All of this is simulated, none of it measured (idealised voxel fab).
The process module presented herein is designated voxel released beams.
cross-section cut | 250 nm wide | cells 5 nm
This document writes a cross-section as a grid whose cells are square, and gives it as bands, listed from the top down; one or more rows of cells form a band. A band entry consists of two parts. The first gives the height of the band's top and the height of its bottom, in nm. The rest lists the band's materials from left to right, each with its width in nm. A single material labelled with the word "everywhere" fills the band from edge to edge, and the word "empty" marks empty space. The reference from which all heights are counted is 0, the level beneath which the as-received wafer is entirely one material; the lowest band, having no lower bound, proceeds downward and is written after the example "0 nm and below". The expression "30 to 40" gives the width at the extremes of the band, the first number at its top row of cells and the second at its bottom row, with the width changing by equal amounts from each row to the next in between. The designation "stayed the same", where it is given for a processing step, indicates that no cell of the cross-section was altered in the course of that step. Each empty space that has no open way to the top and spans at least 8 cells appears under "Entrapped voids" as width x height at distance, the distance counted from the left edge, all in nm. Text after the settings on a step's line: the simulator's own remark on that step. "overlay nm" answers the question of how far to the right of plan the mask lay on a step that has a mask, and when it is negative the answer is to the left. Each of the pairs that make up the rest of this document says: here is the cross-section before one process step, here is the cross-section after it, drawn only down to the lowest band that changed, and here, under the pair, is the step lying between them with its settings. Different pairs may come from different runs of this module on the same starting wafer, so a pair continues from the pair above it only where its entry headed "Status before step" says so.
-- Status before step
0 nm and below = Si everywhere
Entrapped voids: none
-- Cut View, Post-Step
5 nm to 0 nm = SiN everywhere
Whatever lies below 0 is exactly as it was before.
Entrapped voids: none
Step taken after the before cross-section and before the after cross-section above: op CONFORMAL_DEP | material SiN | thk nm 5
Status before step: it's just the after picture from the pair right above this one.
-- Cut View, Post-Step
25 nm to 5 nm = SiO2 everywhere
Whatever lies below 5 is exactly as it was before.
Entrapped voids: none
Step taken after the before cross-section and before the after cross-section above: op DIRECTIONAL_DEP | material SiO2 | thk nm 20
Status before step: it's just the after picture from the pair right above this one.
-- Cut View, Post-Step
40 nm to 25 nm = resist: 60, then empty: 45, then resist: 145
Whatever lies below 25 is exactly as it was before.
Entrapped voids: none
Step taken after the before cross-section and before the after cross-section above: op PATTERN | tone open | mask id ANCHOR | material resist | width nm 45 | thk nm 15 | overlay nm 0
Status before step: it's just the after picture from the pair right above this one.
-- Cut View, Post-Step
40 nm to 25 nm = resist: 60, then empty: 45, then resist: 145
25 nm to 5 nm = SiO2: 60, then empty: 45, then SiO2: 145
Whatever lies below 5 is exactly as it was before.
Entrapped voids: none
Step taken after the before cross-section and before the after cross-section above: op DIRECTIONAL_ETCH | etch materials SiO2 | depth nm 20
Status before step: it's just the after picture from the pair right above this one.
-- Cut View, Post-Step
25 nm to 5 nm = SiO2: 60, then empty: 45, then SiO2: 145
Whatever lies below 5 is exactly as it was before.
Entrapped voids: none
Step taken after the before cross-section and before the after cross-section above: op STRIP | etch materials resist
Status before step: it's just the after picture from the pair right above this one.
-- Cut View, Post-Step
40 nm to 25 nm = TiN: 75, then empty: 15, then TiN: 160
25 nm to 20 nm = SiO2: 60, then TiN: 15, then empty: 15, then TiN: 15, then SiO2: 145
20 nm to 5 nm = SiO2: 60, then TiN: 45, then SiO2: 145
Whatever lies below 5 is exactly as it was before.
Entrapped voids: none
Step taken after the before cross-section and before the after cross-section above: op CONFORMAL_DEP | material TiN | thk nm 15
Status before step: it's just the after picture from the pair right above this one.
-- Cut View, Post-Step
40 nm to 25 nm = empty: 55, then TiN: 20, then empty: 15, then TiN: 95, then empty: 65
Whatever lies below 25 is exactly as it was before.
Entrapped voids: none
Step taken after the before cross-section and before the after cross-section above: op MASKED_ETCH | tone cover | mask id BEAM | width nm 130 | etch materials TiN | depth nm 15 | overlay nm 0
Status before step: it's just the after picture from the pair right above this one.
-- Cut View, Post-Step
40 nm to 25 nm = empty: 55, then TiN: 20, then empty: 15, then TiN: 95, then empty: 65
25 nm to 20 nm = empty: 60, then TiN: 15, then empty: 15, then TiN: 15, then empty: 145
20 nm to 5 nm = empty: 60, then TiN: 45, then empty: 145
Whatever lies below 5 is exactly as it was before.
Entrapped voids: none
Step taken after the before cross-section and before the after cross-section above: op STRIP | etch materials SiO2
-- Status before step
0 nm and below = Si everywhere
Entrapped voids: none
-- Cut View, Post-Step
20 nm to 0 nm = SiO2 everywhere
Whatever lies below 0 is exactly as it was before.
Entrapped voids: none
Step taken after the before cross-section and before the after cross-section above: op DIRECTIONAL_DEP | material SiO2 | thk nm 20
Status before step: it's just the after picture from the pair right above this one.
-- Cut View, Post-Step
35 nm to 20 nm = resist: 60, then empty: 45, then resist: 145
Whatever lies below 20 is exactly as it was before.
Entrapped voids: none
Step taken after the before cross-section and before the after cross-section above: op PATTERN | tone open | mask id ANCHOR | material resist | width nm 45 | thk nm 15 | overlay nm 0
Status before step: it's just the after picture from the pair right above this one.
-- Cut View, Post-Step
35 nm to 20 nm = resist: 60, then empty: 45, then resist: 145
20 nm to 0 nm = SiO2: 60, then empty: 45, then SiO2: 145
Whatever lies below 0 is exactly as it was before.
Entrapped voids: none
Step taken after the before cross-section and before the after cross-section above: op DIRECTIONAL_ETCH | etch materials SiO2 | depth nm 20
Status before step: it's just the after picture from the pair right above this one.
-- Cut View, Post-Step
20 nm to 0 nm = SiO2: 60, then empty: 45, then SiO2: 145
Whatever lies below 0 is exactly as it was before.
Entrapped voids: none
Step taken after the before cross-section and before the after cross-section above: op STRIP | etch materials resist
Status before step: it's just the after picture from the pair right above this one.
-- Cut View, Post-Step
35 nm to 20 nm = TiN: 75, then empty: 15, then TiN: 160
20 nm to 15 nm = SiO2: 60, then TiN: 15, then empty: 15, then TiN: 15, then SiO2: 145
15 nm to 0 nm = SiO2: 60, then TiN: 45, then SiO2: 145
Whatever lies below 0 is exactly as it was before.
Entrapped voids: none
Step taken after the before cross-section and before the after cross-section above: op CONFORMAL_DEP | material TiN | thk nm 15
Status before step: it's just the after picture from the pair right above this one.
-- Cut View, Post-Step
35 nm to 20 nm = empty: 55, then TiN: 20, then empty: 15, then TiN: 95, then empty: 65
Whatever lies below 20 is exactly as it was before.
Entrapped voids: none
Step taken after the before cross-section and before the after cross-section above: op MASKED_ETCH | tone cover | mask id BEAM | width nm 130 | etch materials TiN | depth nm 15 | overlay nm 0
Status before step: it's just the after picture from the pair right above this one.
-- Cut View, Post-Step
35 nm to 20 nm = empty: 55, then TiN: 20, then empty: 15, then TiN: 95, then empty: 65
20 nm to 15 nm = empty: 60, then TiN: 15, then empty: 15, then TiN: 15, then empty: 145
15 nm to 0 nm = empty: 60, then TiN: 45, then empty: 145
Whatever lies below 0 is exactly as it was before.
Entrapped voids: none
Step taken after the before cross-section and before the after cross-section above: op STRIP | etch materials SiO2
-- Status before step
40 nm to 25 nm = TiN: 75, then empty: 15, then TiN: 160
25 nm to 20 nm = SiO2: 60, then TiN: 15, then empty: 15, then TiN: 15, then SiO2: 145
20 nm to 5 nm = SiO2: 60, then TiN: 45, then SiO2: 145
5 nm to 0 nm = SiN everywhere
0 nm and below = Si everywhere
Entrapped voids: none
-- Cut View, Post-Step
55 nm to 25 nm = TiN everywhere
25 nm to 5 nm = SiO2: 60, then TiN: 45, then SiO2: 145
Whatever lies below 5 is exactly as it was before.
Entrapped voids: none
Step taken after the before cross-section and before the after cross-section above: op CONFORMAL_DEP | material TiN | thk nm 15
Status before step: it's just the after picture from the pair right above this one.
-- Cut View, Post-Step
55 nm to 40 nm = empty: 55, then TiN: 130, then empty: 65
Whatever lies below 40 is exactly as it was before.
Entrapped voids: none
Step taken after the before cross-section and before the after cross-section above: op MASKED_ETCH | tone cover | mask id BEAM | width nm 130 | etch materials TiN | depth nm 15 | overlay nm 0
-- Status before step
20 nm to 0 nm = SiO2 everywhere
0 nm and below = Si everywhere
Entrapped voids: none
-- Cut View, Post-Step
25 nm to 20 nm = SiN everywhere
Whatever lies below 20 is exactly as it was before.
Entrapped voids: none
Step taken after the before cross-section and before the after cross-section above: op CONFORMAL_DEP | material SiN | thk nm 5
Status before step: it's just the after picture from the pair right above this one.
-- Cut View, Post-Step
40 nm to 25 nm = resist: 60, then empty: 45, then resist: 145
Whatever lies below 25 is exactly as it was before.
Entrapped voids: none
Step taken after the before cross-section and before the after cross-section above: op PATTERN | tone open | mask id ANCHOR | material resist | width nm 45 | thk nm 15 | overlay nm 0
Status before step: it's just the after picture from the pair right above this one.
-- Cut View, Post-Step
25 nm to 20 nm = SiN everywhere
Whatever lies below 20 is exactly as it was before.
Entrapped voids: none
Step taken after the before cross-section and before the after cross-section above: op STRIP | etch materials resist
Status before step: it's just the after picture from the pair right above this one.
-- Cut View, Post-Step
40 nm to 25 nm = TiN everywhere
Whatever lies below 25 is exactly as it was before.
Entrapped voids: none
Step taken after the before cross-section and before the after cross-section above: op CONFORMAL_DEP | material TiN | thk nm 15
Status before step: it's just the after picture from the pair right above this one.
-- Cut View, Post-Step
40 nm to 25 nm = empty: 55, then TiN: 130, then empty: 65
Whatever lies below 25 is exactly as it was before.
Entrapped voids: none
Step taken after the before cross-section and before the after cross-section above: op MASKED_ETCH | tone cover | mask id BEAM | width nm 130 | etch materials TiN | depth nm 15 | overlay nm 0
-- Status before step
25 nm to 5 nm = SiO2: 60, then empty: 45, then SiO2: 145
5 nm to 0 nm = SiN everywhere
0 nm and below = Si everywhere
Entrapped voids: none
-- Cut View, Post-Step
45 nm to 25 nm = TiN: 80, then empty: 5, then TiN: 165
25 nm to 5 nm = SiO2: 60, then TiN: 45, then SiO2: 145
Whatever lies below 5 is exactly as it was before.
Entrapped voids: none
Step taken after the before cross-section and before the after cross-section above: op CONFORMAL_DEP | material TiN | thk nm 20
Status before step: it's just the after picture from the pair right above this one.
-- Cut View, Post-Step
45 nm to 30 nm = empty: 55, then TiN: 25, then empty: 5, then TiN: 100, then empty: 65
Whatever lies below 30 is exactly as it was before.
Entrapped voids: none
Step taken after the before cross-section and before the after cross-section above: op MASKED_ETCH | tone cover | mask id BEAM | width nm 130 | etch materials TiN | depth nm 15 | overlay nm 0
-- Status before step
40 nm to 25 nm = TiN: 75, then empty: 15, then TiN: 160
25 nm to 20 nm = SiO2: 60, then TiN: 15, then empty: 15, then TiN: 15, then SiO2: 145
20 nm to 5 nm = SiO2: 60, then TiN: 45, then SiO2: 145
5 nm to 0 nm = SiN everywhere
0 nm and below = Si everywhere
Entrapped voids: none
-- Cut View, Post-Step
40 nm to 25 nm = empty: 50, then TiN: 25, then empty: 15, then TiN: 100, then empty: 60
Whatever lies below 25 is exactly as it was before.
Entrapped voids: none
Step taken after the before cross-section and before the after cross-section above: op MASKED_ETCH | tone cover | mask id BEAM | width nm 140 | etch materials TiN | depth nm 15 | overlay nm 0
Status before step: it's just the after picture from the pair right above this one.
-- Cut View, Post-Step
40 nm to 25 nm = empty: 50, then TiN: 25, then empty: 15, then TiN: 100, then empty: 60
25 nm to 20 nm = empty: 60, then TiN: 15, then empty: 15, then TiN: 15, then empty: 145
20 nm to 5 nm = empty: 60, then TiN: 45, then empty: 145
Whatever lies below 5 is exactly as it was before.
Entrapped voids: none
Step taken after the before cross-section and before the after cross-section above: op STRIP | etch materials SiO2
-- Status before step
25 nm to 5 nm = SiO2 everywhere
5 nm to 0 nm = SiN everywhere
0 nm and below = Si everywhere
Entrapped voids: none
-- Cut View, Post-Step
40 nm to 25 nm = resist: 55, then empty: 45, then resist: 150
Whatever lies below 25 is exactly as it was before.
Entrapped voids: none
Step taken after the before cross-section and before the after cross-section above: op PATTERN | tone open | mask id ANCHOR | material resist | width nm 45 | thk nm 15 | overlay nm -5
Status before step: it's just the after picture from the pair right above this one.
-- Cut View, Post-Step
40 nm to 25 nm = resist: 55, then empty: 45, then resist: 150
25 nm to 5 nm = SiO2: 55, then empty: 45, then SiO2: 150
Whatever lies below 5 is exactly as it was before.
Entrapped voids: none
Step taken after the before cross-section and before the after cross-section above: op DIRECTIONAL_ETCH | etch materials SiO2 | depth nm 20
Status before step: it's just the after picture from the pair right above this one.
-- Cut View, Post-Step
25 nm to 5 nm = SiO2: 55, then empty: 45, then SiO2: 150
Whatever lies below 5 is exactly as it was before.
Entrapped voids: none
Step taken after the before cross-section and before the after cross-section above: op STRIP | etch materials resist
Status before step: it's just the after picture from the pair right above this one.
-- Cut View, Post-Step
40 nm to 25 nm = TiN: 70, then empty: 15, then TiN: 165
25 nm to 20 nm = SiO2: 55, then TiN: 15, then empty: 15, then TiN: 15, then SiO2: 150
20 nm to 5 nm = SiO2: 55, then TiN: 45, then SiO2: 150
Whatever lies below 5 is exactly as it was before.
Entrapped voids: none
Step taken after the before cross-section and before the after cross-section above: op CONFORMAL_DEP | material TiN | thk nm 15
Status before step: it's just the after picture from the pair right above this one.
-- Cut View, Post-Step
40 nm to 25 nm = empty: 55, then TiN: 15, then empty: 15, then TiN: 100, then empty: 65
Whatever lies below 25 is exactly as it was before.
Entrapped voids: none
Step taken after the before cross-section and before the after cross-section above: op MASKED_ETCH | tone cover | mask id BEAM | width nm 130 | etch materials TiN | depth nm 15 | overlay nm 0
Status before step: it's just the after picture from the pair right above this one.
-- Cut View, Post-Step
40 nm to 25 nm = empty: 55, then TiN: 15, then empty: 15, then TiN: 100, then empty: 65
25 nm to 20 nm = empty: 55, then TiN: 15, then empty: 15, then TiN: 15, then empty: 150
20 nm to 5 nm = empty: 55, then TiN: 45, then empty: 150
Whatever lies below 5 is exactly as it was before.
Entrapped voids: none
Step taken after the before cross-section and before the after cross-section above: op STRIP | etch materials SiO2
-- Status before step
40 nm to 25 nm = resist: 60, then empty: 45, then resist: 145
25 nm to 5 nm = SiO2: 60, then empty: 45, then SiO2: 145
5 nm to 0 nm = SiN everywhere
0 nm and below = Si everywhere
Entrapped voids: none
-- Cut View, Post-Step
0 nm and below = Si everywhere
Entrapped voids: none
Step taken after the before cross-section and before the after cross-section above: op STRIP | etch materials SiN
Status before step: it's just the after picture from the pair right above this one.
-- Cut View, Post-Step
15 nm to 0 nm = TiN everywhere
Whatever lies below 0 is exactly as it was before.
Entrapped voids: none
Step taken after the before cross-section and before the after cross-section above: op CONFORMAL_DEP | material TiN | thk nm 15
Status before step: it's just the after picture from the pair right above this one.
-- Cut View, Post-Step
15 nm to 0 nm = empty: 55, then TiN: 130, then empty: 65
Whatever lies below 0 is exactly as it was before.
Entrapped voids: none
Step taken after the before cross-section and before the after cross-section above: op MASKED_ETCH | tone cover | mask id BEAM | width nm 130 | etch materials TiN | depth nm 15 | overlay nm 0
-- Status before step
40 nm to 25 nm = TiN: 75, then empty: 15, then TiN: 160
25 nm to 20 nm = SiO2: 60, then TiN: 15, then empty: 15, then TiN: 15, then SiO2: 145
20 nm to 5 nm = SiO2: 60, then TiN: 45, then SiO2: 145
5 nm to 0 nm = SiN everywhere
0 nm and below = Si everywhere
Entrapped voids: none
-- Cut View, Post-Step
40 nm to 25 nm = TiN: 55, then empty: 130, then TiN: 65
25 nm to 5 nm = SiO2: 60, then TiN: 15, then empty: 15, then TiN: 15, then SiO2: 145
Whatever lies below 5 is exactly as it was before.
Entrapped voids: none
Step taken after the before cross-section and before the after cross-section above: op MASKED_ETCH | tone open | mask id BEAM | width nm 130 | etch materials TiN | depth nm 15 | overlay nm 0
Status before step: it's just the after picture from the pair right above this one.
-- Cut View, Post-Step
25 nm to 5 nm = empty: 60, then TiN: 15, then empty: 15, then TiN: 15, then empty: 145
Whatever lies below 5 is exactly as it was before.
Entrapped voids: none
Step taken after the before cross-section and before the after cross-section above: op STRIP | etch materials SiO2
